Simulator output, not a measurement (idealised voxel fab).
The name of this process module is voxel released beams.
cross-section cut | 245 nm wide | cells 5 nm
Cross-sections here: square-cell grids, written as top-down lists of bands, a band being one or more rows of cells.
First you get the band's top height and its bottom height, in nm, and then the materials it's made of, left to right, with each width in nm. If you see a single material with "throughout", that one covers the band edge to edge. "air" is empty space.
Heights from 0 (as-received wafer is one material below). Bottom band endless downward, as "0 -> down".
It should be noted that a width expressed as "30->40" varies in equal increments from row to row of cells within the band, taking the value of the first number at the top row and that of the second number at the bottom row.
Where a step carries "nothing was modified", the cross-section came out of it unchanged, cell for cell.
Any empty space of 8 cells or more lacking an open way to the top shows up in "Fully sealed voids" as width x height at distance, distance from the left edge, in nm.
Note: text after step settings on the step line = simulator remark on that step.
overlay nm, on a step with a mask: how far to the right of its planned place the mask lay; to the left if negative

# plan
| 1 | RECEIVE [material Si] |
| 2 | CONFORMAL_DEP [material Al2O3] [thk nm 10] |
| 3 | DIRECTIONAL_DEP [material SiO2] [thk nm 15] |
| 4 | PATTERN [tone open] [mask id ANCHOR] [material resist] [width nm 35] [thk nm 15] [overlay nm 0] |
| 5 | DIRECTIONAL_ETCH [etch materials SiO2] [depth nm 15] |
| 6 | STRIP [etch materials resist] |
| 7 | CONFORMAL_DEP [material SiN] [thk nm 10] |
| 8 | PATTERN [tone cover] [mask id BEAM] [material resist] [width nm 95] [thk nm 20] [overlay nm 0] |
| 9 | DIRECTIONAL_ETCH [etch materials SiN] [depth nm 10] |
| 10 | STRIP [etch materials resist] |
| 11 | STRIP [etch materials SiO2] |

# Delivered wafer in cross-section: state after step 1
  0 -> down  Si throughout
  Fully sealed voids: none

# Module complete - cross-section of the first of two wafers, run according to plan
  35 -> 25  air 70, SiN 15, air 15, SiN 65, air 80
  25 -> 20  air 75, SiN 10, air 15, SiN 10, air 135
  20 -> 10  air 75, SiN 35, air 135
  10 -> 0  Al2O3 throughout
  0 -> down  Si throughout
  Fully sealed voids: none

# Second of two wafers, module complete, sectioned: it shares the first wafer's start and plan but was run with one mistake
  35 -> 25  air 70, SiN 15, air 15, SiN 65, air 80
  25 -> 20  air 75, SiN 10, air 15, SiN 10, air 135
  20 -> 10  air 75, SiN 35, air 135
  10 -> 0  SiN throughout
  0 -> down  Si throughout
  Fully sealed voids: none
Against the plan, the run slipped here: not per plan at step 2, really ran CONFORMAL_DEP [material SiN] [thk nm 10]
The second wafer ends with more or fewer cells of some materials than the first, per final count: 98 fewer of Al2O3, 98 more of SiN
